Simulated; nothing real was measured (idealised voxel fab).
process module | voxel ribs on slabs
cross-section cut | 260 nm wide | cells 5 nm
A cross-section is a grid of square cells, given in bands from the top down. A band is one or more rows of cells.
Each band's line starts with the height of the band's top and of its bottom, in nm. Then come its materials from left to right, each with its width in nm. One material with "throughout" fills the band from edge to edge. "air" is empty space.
Height 0 is the level under which the wafer as received is all one material. The lowest band goes on downwards, as in "0 down".
A width such as "30 to 40" changes by the same amount from each row of cells to the next, from the band's top row to its bottom row.
"no change" after a step means that no cell of the cross-section changed.
closed voids: empty space of 8 cells or more with no open way to the top, each as width x height at its distance from the left edge, in nm
after a step's settings: what the simulator itself notes on the step
overlay nm, on a step with a mask: how far to the right of its planned place the mask lay; to the left if negative
plan
1 op RECEIVE | material Si
2 op DIRECTIONAL_DEP | material SiO2 | thk nm 20
3 op DIRECTIONAL_DEP | material SiN | thk nm 15
4 op DIRECTIONAL_DEP | material aC | thk nm 10
5 op PATTERN | tone cover | mask id RIB | material resist | width nm 20 | thk nm 25 | overlay nm 0
6 op DIRECTIONAL_ETCH | etch materials aC | depth nm 10
7 op STRIP | etch materials resist
8 op DIRECTIONAL_ETCH | etch materials SiN | depth nm 10
9 op STRIP | etch materials aC
10 op MASKED_ETCH | tone cover | mask id SLAB | width nm 70 | etch materials SiN | depth nm 5 | overlay nm 0
11 op FILL_DEP | material SiO2 | thk nm 20
12 op CMP | height nm 45
13 op DIRECTIONAL_DEP | material TiN | thk nm 10
14 op PATTERN | tone cover | mask id HEATER | material resist | width nm 30 | thk nm 15 | overlay nm 0
15 op DIRECTIONAL_ETCH | etch materials TiN | depth nm 10
16 op STRIP | etch materials resist
17 op CONFORMAL_DEP | material SiO2 | thk nm 10
as received, after step 1
  0 down: Si throughout
  closed voids: none
first wafer at the end, as planned
  65 to 55: air 105 | SiO2 50 | air 105
  55 to 45: SiO2 115 | TiN 30 | SiO2 115
  45 to 35: SiO2 throughout
  35 to 25: SiO2 120 | SiN 20 | SiO2 120
  25 to 20: SiO2 95 | SiN 70 | SiO2 95
  20 to 0: SiO2 throughout
  0 down: Si throughout
  closed voids: none
second wafer at the end: like start, like plan, one mistake
  65 to 55: air 105 | SiO2 50 | air 105
  55 to 45: SiO2 115 | TiN 30 | SiO2 115
  45 to 40: SiO2 95 | SiN 70 | SiO2 95
  40 to 0: SiO2 throughout
  0 down: Si throughout
  closed voids: none
what went wrong: step 2 was run twice
at the end the second wafer has, in cells: 8 fewer of SiN | 8 more of SiO2
